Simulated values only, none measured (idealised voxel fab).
process module | voxel quadruple lines
cross-section cut | 285 nm wide | cells 5 nm
A cross-section is a grid of square cells, given in bands from the top down. A band is one or more rows of cells.
Each band's line starts with the height of the band's top and of its bottom, in nm. Then come its materials from left to right, each with its width in nm. One material with "throughout" fills the band from edge to edge. "air" is empty space.
Height 0 is the level under which the wafer as received is all one material. The lowest band goes on downwards, as in "0 down".
A width such as "30 to 40" changes by the same amount from each row of cells to the next, from the band's top row to its bottom row.
"no change" after a step means that no cell of the cross-section changed.
closed voids: empty space of 8 cells or more with no open way to the top, each as width x height at its distance from the left edge, in nm
after a step's settings: what the simulator itself notes on the step
overlay nm, on a step with a mask: how far to the right of its planned place the mask lay; to the left if negative
plan
1 op RECEIVE | material Si
2 op CONFORMAL_DEP | material SiO2 | thk nm 5
3 op DIRECTIONAL_DEP | material W | thk nm 5
4 op DIRECTIONAL_DEP | material polySi | thk nm 20
5 op DIRECTIONAL_DEP | material aC | thk nm 25
6 op PATTERN | tone cover | mask id MANDREL | material resist | width nm 20 | pitch nm 60 | thk nm 35 | overlay nm 0
7 op DIRECTIONAL_ETCH | etch materials aC | depth nm 25
8 op STRIP | etch materials resist
9 op CONFORMAL_DEP | material SiO2 | thk nm 10
10 op DIRECTIONAL_ETCH | etch materials SiO2 | depth nm 10
11 op STRIP | etch materials aC
12 op DIRECTIONAL_ETCH | etch materials polySi | depth nm 20
13 op STRIP | etch materials SiO2
14 op CONFORMAL_DEP | material SiCN | thk nm 5
15 op DIRECTIONAL_ETCH | etch materials SiCN | depth nm 5
16 op STRIP | etch materials polySi
17 op DIRECTIONAL_ETCH | etch materials W | depth nm 10
18 op STRIP | etch materials SiCN
varied across the wafers: thk nm of step 3. The plan shows the first wafer's value. All wafers start alike
first wafer as received, after step 1
  0 down: Si throughout
  closed voids: none
first wafer at the end, after step 18
  10 to 5: air 85 | W 5 | air 10 | W 5 | air 10 | W 5 | air 10 | W 5 | air 10 | W 5 | air 10 | W 5 | air 10 | W 5 | air 10 | W 5 | air 90
  5 to 0: SiO2 throughout
  0 down: Si throughout
  closed voids: none
last wafer at the end
  30 to 20: air 85 | W 5 | air 10 | W 5 | air 10 | W 5 | air 10 | W 5 | air 10 | W 5 | air 10 | W 5 | air 10 | W 5 | air 10 | W 5 | air 90
  20 to 5: W throughout
  5 to 0: SiO2 throughout
  0 down: Si throughout
  closed voids: none
each wafer at the end: cells of each material gained (+) or lost (-) since it was received, then its closed voids
thk nm 5 | +57 SiO2 | +8 W | closed voids: none
thk nm 10 | +57 SiO2 | +16 W | closed voids: none
thk nm 15 | +57 SiO2 | +73 W | closed voids: none
thk nm 20 | +57 SiO2 | +130 W | closed voids: none
thk nm 25 | +57 SiO2 | +187 W | closed voids: none
